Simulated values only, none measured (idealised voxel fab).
process module | voxel capacitor over wiring
cross-section cut | 220 nm wide | cells 5 nm
A cross-section is a grid of square cells, given in bands from the top down. A band is one or more rows of cells.
Each band's line starts with the height of the band's top and of its bottom, in nm. Then come its materials from left to right, each with its width in nm. One material with "throughout" fills the band from edge to edge. "air" is empty space.
Height 0 is the level under which the wafer as received is all one material. The lowest band goes on downwards, as in "0 down".
A width such as "30 to 40" changes by the same amount from each row of cells to the next, from the band's top row to its bottom row.
"no change" after a step means that no cell of the cross-section changed.
closed voids: empty space of 8 cells or more with no open way to the top, each as width x height at its distance from the left edge, in nm
after a step's settings: what the simulator itself notes on the step
overlay nm, on a step with a mask: how far to the right of its planned place the mask lay; to the left if negative
plan
1 op RECEIVE | material Si
2 op CONFORMAL_DEP | material SiO2 | thk nm 10
3 op CONFORMAL_DEP | material SiN | thk nm 5
4 op DIRECTIONAL_DEP | material SiO2 | thk nm 15
5 op PATTERN | tone open | mask id METAL_1 | material resist | width nm 20 | pitch nm 80 | thk nm 20 | overlay nm 0
6 op DIRECTIONAL_ETCH | etch materials SiO2 | depth nm 15
7 op DIRECTIONAL_ETCH | etch materials SiN | depth nm 5
8 op STRIP | etch materials resist
9 op CONFORMAL_DEP | material TiN | thk nm 5
10 op FILL_DEP | material Ru | thk nm 10
11 op CMP | height nm 30
12 op EPI | material Ru | thk nm 5
13 op FILL_DEP | material SiCN | thk nm 5
14 op DIRECTIONAL_DEP | material lowk | thk nm 20
15 op DIRECTIONAL_DEP | material aC | thk nm 10
16 op PATTERN | tone open | mask id PLUG_1 | material resist | width nm 15 | thk nm 25 | overlay nm 0
17 op DIRECTIONAL_ETCH | etch materials aC | depth nm 10
18 op STRIP | etch materials resist
19 op DIRECTIONAL_ETCH | etch materials lowk | depth nm 20
20 op DIRECTIONAL_ETCH | etch materials SiCN | depth nm 5
21 op STRIP | etch materials aC
22 op EPI | material Ru | thk nm 10
23 op EPI | material Ru | thk nm 10
24 op EPI | material Ru | thk nm 5
25 op DIRECTIONAL_DEP | material TiN | thk nm 5
26 op DIRECTIONAL_DEP | material Al2O3 | thk nm 5
27 op DIRECTIONAL_DEP | material TiN | thk nm 5
28 op DIRECTIONAL_DEP | material aC | thk nm 15
29 op PATTERN | tone cover | mask id UPPER_PLATE | material resist | width nm 65 | thk nm 35 | overlay nm 0
30 op DIRECTIONAL_ETCH | etch materials aC | depth nm 15
31 op STRIP | etch materials resist
32 op DIRECTIONAL_ETCH | etch materials TiN | depth nm 5
33 op DIRECTIONAL_ETCH | etch materials Al2O3 | depth nm 5
34 op STRIP | etch materials aC
35 op DIRECTIONAL_DEP | material aC | thk nm 15
36 op PATTERN | tone cover | mask id LOWER_PLATE | material resist | width nm 75 | thk nm 35 | overlay nm 0
37 op DIRECTIONAL_ETCH | etch materials aC | depth nm 15
38 op STRIP | etch materials resist
39 op DIRECTIONAL_ETCH | etch materials TiN | depth nm 5
40 op STRIP | etch materials aC
41 op FILL_DEP | material SiO2 | thk nm 15
42 op CMP | height nm 85
43 op PATTERN | tone open | mask id PLUG_2 | material resist | width nm 15 | thk nm 15 | overlay nm 0
44 op DIRECTIONAL_ETCH | etch materials SiO2 | depth nm 10
45 op STRIP | etch materials resist
46 op CONFORMAL_DEP | material TiN | thk nm 5
47 op FILL_DEP | material Cu | thk nm 10
48 op CMP | height nm 85
49 op CONFORMAL_DEP | material SiN | thk nm 5
first wafer, as planned
as received, after step 1
  0 down: Si throughout
  closed voids: none
after step 2
  10 to 0: SiO2 throughout
  below 0: unchanged
after step 3
  15 to 10: SiN throughout
  below 10: unchanged
after step 4
  30 to 15: SiO2 throughout
  below 15: unchanged
after step 5
  50 to 30: resist 60 | air 20 | resist 60 | air 20 | resist 60
  below 30: unchanged
after step 6
  50 to 30: resist 60 | air 20 | resist 60 | air 20 | resist 60
  30 to 15: SiO2 60 | air 20 | SiO2 60 | air 20 | SiO2 60
  below 15: unchanged
after step 7
  50 to 30: resist 60 | air 20 | resist 60 | air 20 | resist 60
  30 to 15: SiO2 60 | air 20 | SiO2 60 | air 20 | SiO2 60
  15 to 10: SiN 60 | air 20 | SiN 60 | air 20 | SiN 60
  below 10: unchanged
after step 8
  30 to 15: SiO2 60 | air 20 | SiO2 60 | air 20 | SiO2 60
  below 15: unchanged
after step 9
  35 to 30: TiN 65 | air 10 | TiN 70 | air 10 | TiN 65
  30 to 15: SiO2 60 | TiN 5 | air 10 | TiN 5 | SiO2 60 | TiN 5 | air 10 | TiN 5 | SiO2 60
  15 to 10: SiN 60 | TiN 20 | SiN 60 | TiN 20 | SiN 60
  below 10: unchanged
after step 10
  45 to 35: Ru throughout
  35 to 30: TiN 65 | Ru 10 | TiN 70 | Ru 10 | TiN 65
  30 to 15: SiO2 60 | TiN 5 | Ru 10 | TiN 5 | SiO2 60 | TiN 5 | Ru 10 | TiN 5 | SiO2 60
  below 15: unchanged
after step 11
  30 to 15: SiO2 60 | TiN 5 | Ru 10 | TiN 5 | SiO2 60 | TiN 5 | Ru 10 | TiN 5 | SiO2 60
  below 15: unchanged
after step 12
  35 to 30: air 55 | Ru 30 | air 50 | Ru 30 | air 55
  below 30: unchanged
after step 13
  40 to 35: SiCN throughout
  35 to 30: SiCN 55 | Ru 30 | SiCN 50 | Ru 30 | SiCN 55
  below 30: unchanged
after step 14
  60 to 40: lowk throughout
  below 40: unchanged
after step 15
  70 to 60: aC throughout
  below 60: unchanged
after step 16
  95 to 70: resist 65 | air 15 | resist 140
  below 70: unchanged
after step 17
  85 to 70: resist 65 | air 15 | resist 140
  70 to 60: aC 65 | air 15 | aC 140
  below 60: unchanged
after step 18
  70 to 60: aC 65 | air 15 | aC 140
  below 60: unchanged
after step 19
  70 to 60: aC 65 | air 15 | aC 140
  60 to 40: lowk 65 | air 15 | lowk 140
  below 40: unchanged
after step 20
  70 to 60: aC 65 | air 15 | aC 140
  60 to 40: lowk 65 | air 15 | lowk 140
  40 to 35: SiCN 65 | air 15 | SiCN 140
  below 35: unchanged
after step 21
  60 to 40: lowk 65 | air 15 | lowk 140
  below 40: unchanged
after step 22
  60 to 45: lowk 65 | air 15 | lowk 140
  45 to 40: lowk 65 | Ru 15 | lowk 140
  40 to 35: SiCN 65 | Ru 15 | SiCN 140
  below 35: unchanged
after step 23
  60 to 55: lowk 65 | air 15 | lowk 140
  55 to 40: lowk 65 | Ru 15 | lowk 140
  below 40: unchanged
after step 24
  60 to 40: lowk 65 | Ru 15 | lowk 140
  below 40: unchanged
after step 25
  65 to 60: TiN throughout
  below 60: unchanged
after step 26
  70 to 65: Al2O3 throughout
  below 65: unchanged
after step 27
  75 to 70: TiN throughout
  below 70: unchanged
after step 28
  90 to 75: aC throughout
  below 75: unchanged
after step 29
  125 to 90: air 65 | resist 65 | air 90
  below 90: unchanged
after step 30
  110 to 90: air 65 | resist 65 | air 90
  90 to 75: air 65 | aC 65 | air 90
  below 75: unchanged
after step 31
  90 to 75: air 65 | aC 65 | air 90
  below 75: unchanged
after step 32
  90 to 75: air 65 | aC 65 | air 90
  75 to 70: air 65 | TiN 65 | air 90
  below 70: unchanged
after step 33
  90 to 75: air 65 | aC 65 | air 90
  75 to 70: air 65 | TiN 65 | air 90
  70 to 65: air 65 | Al2O3 65 | air 90
  below 65: unchanged
after step 34
  75 to 70: air 65 | TiN 65 | air 90
  below 70: unchanged
after step 35
  90 to 80: air 65 | aC 65 | air 90
  80 to 75: aC throughout
  75 to 70: aC 65 | TiN 65 | aC 90
  70 to 65: aC 65 | Al2O3 65 | aC 90
  below 65: unchanged
after step 36
  125 to 90: air 60 | resist 75 | air 85
  90 to 80: air 60 | resist 5 | aC 65 | resist 5 | air 85
  below 80: unchanged
after step 37
  110 to 90: air 60 | resist 75 | air 85
  90 to 80: air 60 | resist 5 | aC 65 | resist 5 | air 85
  80 to 75: air 60 | aC 75 | air 85
  75 to 70: air 60 | aC 5 | TiN 65 | aC 5 | air 85
  70 to 65: air 60 | aC 5 | Al2O3 65 | aC 5 | air 85
  below 65: unchanged
after step 38
  90 to 80: air 65 | aC 65 | air 90
  below 80: unchanged
after step 39
  90 to 80: air 65 | aC 65 | air 90
  80 to 75: air 60 | aC 75 | air 85
  75 to 70: air 60 | aC 5 | TiN 65 | aC 5 | air 85
  70 to 65: air 60 | aC 5 | Al2O3 65 | aC 5 | air 85
  65 to 60: air 60 | TiN 75 | air 85
  below 60: unchanged
after step 40
  75 to 70: air 65 | TiN 65 | air 90
  70 to 65: air 65 | Al2O3 65 | air 90
  below 65: unchanged
after step 41
  90 to 75: SiO2 throughout
  75 to 70: SiO2 65 | TiN 65 | SiO2 90
  70 to 65: SiO2 65 | Al2O3 65 | SiO2 90
  65 to 60: SiO2 60 | TiN 75 | SiO2 85
  below 60: unchanged
after step 42
  85 to 75: SiO2 throughout
  below 75: unchanged
after step 43
  100 to 85: resist 75 | air 15 | resist 130
  below 85: unchanged
after step 44
  100 to 85: resist 75 | air 15 | resist 130
  85 to 75: SiO2 75 | air 15 | SiO2 130
  below 75: unchanged
after step 45
  85 to 75: SiO2 75 | air 15 | SiO2 130
  below 75: unchanged
after step 46
  90 to 85: TiN 80 | air 5 | TiN 135
  85 to 80: SiO2 75 | TiN 5 | air 5 | TiN 5 | SiO2 130
  80 to 70: SiO2 75 to 65 | TiN 15 to 65 | SiO2 130 to 90
  below 70: unchanged
after step 47
  100 to 90: Cu throughout
  90 to 85: TiN 80 | Cu 5 | TiN 135
  85 to 80: SiO2 75 | TiN 5 | Cu 5 | TiN 5 | SiO2 130
  below 80: unchanged
after step 48
  85 to 80: SiO2 75 | TiN 5 | Cu 5 | TiN 5 | SiO2 130
  below 80: unchanged
after step 49
  90 to 85: SiN throughout
  below 85: unchanged
second wafer: like start, like plan, one mistake. Through step 35 it matches the first wafer
when step 36 should have ended
  125 to 90: air 65 | resist 70 | air 85
  90 to 80: air 65 | aC 65 | resist 5 | air 85
  below 80: unchanged
when step 37 should have ended
  110 to 90: air 65 | resist 70 | air 85
  90 to 80: air 65 | aC 65 | resist 5 | air 85
  80 to 75: air 65 | aC 70 | air 85
  75 to 70: air 65 | TiN 65 | aC 5 | air 85
  70 to 65: air 65 | Al2O3 65 | aC 5 | air 85
  below 65: unchanged
when step 38 should have ended
  90 to 80: air 65 | aC 65 | air 90
  below 80: unchanged
when step 39 should have ended
  90 to 80: air 65 | aC 65 | air 90
  80 to 75: air 65 | aC 70 | air 85
  75 to 70: air 65 | TiN 65 | aC 5 | air 85
  70 to 65: air 65 | Al2O3 65 | aC 5 | air 85
  65 to 60: air 65 | TiN 70 | air 85
  below 60: unchanged
when step 40 should have ended
  75 to 70: air 65 | TiN 65 | air 90
  70 to 65: air 65 | Al2O3 65 | air 90
  below 65: unchanged
when step 41 should have ended
  90 to 75: SiO2 throughout
  75 to 70: SiO2 65 | TiN 65 | SiO2 90
  70 to 65: SiO2 65 | Al2O3 65 | SiO2 90
  65 to 60: SiO2 65 | TiN 70 | SiO2 85
  below 60: unchanged
when step 42 should have ended
  85 to 75: SiO2 throughout
  below 75: unchanged
when step 43 should have ended
  100 to 85: resist 75 | air 15 | resist 130
  below 85: unchanged
when step 44 should have ended
  100 to 85: resist 75 | air 15 | resist 130
  85 to 75: SiO2 75 | air 15 | SiO2 130
  below 75: unchanged
when step 45 should have ended
  85 to 75: SiO2 75 | air 15 | SiO2 130
  below 75: unchanged
when step 46 should have ended
  90 to 85: TiN 80 | air 5 | TiN 135
  85 to 80: SiO2 75 | TiN 5 | air 5 | TiN 5 | SiO2 130
  80 to 70: SiO2 75 to 65 | TiN 15 to 65 | SiO2 130 to 90
  below 70: unchanged
when step 47 should have ended
  100 to 90: Cu throughout
  90 to 85: TiN 80 | Cu 5 | TiN 135
  85 to 80: SiO2 75 | TiN 5 | Cu 5 | TiN 5 | SiO2 130
  below 80: unchanged
when step 48 should have ended
  85 to 80: SiO2 75 | TiN 5 | Cu 5 | TiN 5 | SiO2 130
  below 80: unchanged
when step 49 should have ended
  90 to 85: SiN throughout
  below 85: unchanged
what went wrong: step 36 ran as: op PATTERN | tone cover | mask id LOWER_PLATE | material resist | width nm 70 | thk nm 35 | overlay nm 0
at the end the second wafer has, in cells: 1 more of SiO2 | 1 fewer of TiN
